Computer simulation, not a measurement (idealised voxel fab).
The process module presented herein is designated voxel gate over fins.
Square cells of 5 nm make up the cross-section cut, whose width is 215 nm.
If you're reading a cross-section in this doc, picture square cells in a grid; it comes to you as bands, top ones listed first down to the bottom, and a band can be one or more rows of cells.
In this notation a band is specified by the heights of its top and bottom, in that order and in nm, after which its materials appear from left to right, each paired with its width in nm. The word "everywhere" attached to a single material means that material fills the band from edge to edge; the word "empty" stands for empty space.
Note: height 0 marks the level under which the wafer is uniformly one material as received. Lowest band unbounded below, written "z 0 and below".
Note: "30 to 40" means the width goes from the first number (top row of the band) to the second number (bottom row) in equal steps per row of cells.
A step reported as "no alterations made" is a step in which no cell of the cross-section changed.
"Unvented voids": sealed empty spaces, 8 cells or more, no open way to top, listed width x height at distance, with distance from the left edge and width, height and distance in nm.
Past the settings on a step's line: simulator remark, on that step.
overlay nm: where the mask lay relative to plan, measured to the right, on steps with a mask; negatives go left.

# Steps planned for the process
1,op RECEIVE | material Si
2,op CONFORMAL_DEP | material SiN | thk nm 10
3,op DIRECTIONAL_DEP | material aC | thk nm 10
4,op PATTERN | tone cover | mask id FINS | material resist | width nm 15 | pitch nm 40 | thk nm 30 | overlay nm -15
5,op DIRECTIONAL_ETCH | etch materials aC | depth nm 10
6,op STRIP | etch materials resist
7,op DIRECTIONAL_ETCH | etch materials SiN | depth nm 10
8,op DIRECTIONAL_ETCH | etch materials Si | depth nm 30
9,op STRIP | etch materials aC
10,op OXIDIZE | depth nm 5
11,op FILL_DEP | material SiO2 | thk nm 5
12,op CMP | height nm 10
13,op SELECTIVE_ETCH | etch materials SiO2 | depth nm 20
14,op STRIP | etch materials SiN
15,op CONFORMAL_DEP | material HfO2 | thk nm 5
16,op CONFORMAL_DEP | material TiN | thk nm 5
17,op FILL_DEP | material W | thk nm 10
18,op CMP | height nm 15
19,op CONFORMAL_DEP | material SiCN | thk nm 5
Same starting wafers, different overlay nm at step 4. Plan value belongs to the first wafer.

# As received, i.e. after step 1: cross-section through the first of several wafers
z 0 and below | Si everywhere
Unvented voids: none

# Quick look at the cross-section of the first of several wafers after step 19, which wraps up the module
z 20 to 15 | SiCN everywhere
z 15 to 10 | W everywhere
z 10 to 5 | W: 40; TiN: 25; W: 15; TiN: 25; W: 15; TiN: 25; W: 70
z 5 to 0 | W: 40; TiN: 5; HfO2: 15; TiN: 5; W: 15; TiN: 5; HfO2: 15; TiN: 5; W: 15; TiN: 5; HfO2: 15; TiN: 5; W: 70
z 0 to -5 | TiN: 45; HfO2: 5; Si: 5; HfO2: 5; TiN: 25; HfO2: 5; Si: 5; HfO2: 5; TiN: 25; HfO2: 5; Si: 5; HfO2: 5; TiN: 75
z -5 to -10 | HfO2: 50; Si: 5; HfO2: 35; Si: 5; HfO2: 35; Si: 5; HfO2: 80
z -10 to -35 | SiO2: 50; Si: 5; SiO2: 35; Si: 5; SiO2: 35; Si: 5; SiO2: 80
z -35 and below | Si everywhere
Unvented voids: none

# Module end, final wafer: cross-section
z 20 to 15 | SiCN everywhere
z 15 to 10 | W everywhere
z 10 to 5 | W: 70; TiN: 25; W: 15; TiN: 25; W: 15; TiN: 25; W: 40
z 5 to 0 | W: 70; TiN: 5; HfO2: 15; TiN: 5; W: 15; TiN: 5; HfO2: 15; TiN: 5; W: 15; TiN: 5; HfO2: 15; TiN: 5; W: 40
z 0 to -5 | TiN: 75; HfO2: 5; Si: 5; HfO2: 5; TiN: 25; HfO2: 5; Si: 5; HfO2: 5; TiN: 25; HfO2: 5; Si: 5; HfO2: 5; TiN: 45
z -5 to -10 | HfO2: 80; Si: 5; HfO2: 35; Si: 5; HfO2: 35; Si: 5; HfO2: 50
z -10 to -35 | SiO2: 80; Si: 5; SiO2: 35; Si: 5; SiO2: 35; Si: 5; SiO2: 50
z -35 and below | Si everywhere
Unvented voids: none

# Each row below is a wafer at the end of the module, listing for every material the number of cells it has gained (+) or lost (-) since it was received, followed by its closed voids
overlay nm -15, +55 HfO2, -280 Si, +43 SiCN, +200 SiO2, +55 TiN, +99 W, Unvented voids: none
overlay nm -10, +55 HfO2, -280 Si, +43 SiCN, +200 SiO2, +55 TiN, +99 W, Unvented voids: none
overlay nm -5, +55 HfO2, -280 Si, +43 SiCN, +200 SiO2, +55 TiN, +99 W, Unvented voids: none
overlay nm 0, +55 HfO2, -280 Si, +43 SiCN, +200 SiO2, +55 TiN, +99 W, Unvented voids: none
overlay nm 5, +55 HfO2, -280 Si, +43 SiCN, +200 SiO2, +55 TiN, +99 W, Unvented voids: none
overlay nm 10, +55 HfO2, -280 Si, +43 SiCN, +200 SiO2, +55 TiN, +99 W, Unvented voids: none
overlay nm 15, +55 HfO2, -280 Si, +43 SiCN, +200 SiO2, +55 TiN, +99 W, Unvented voids: none
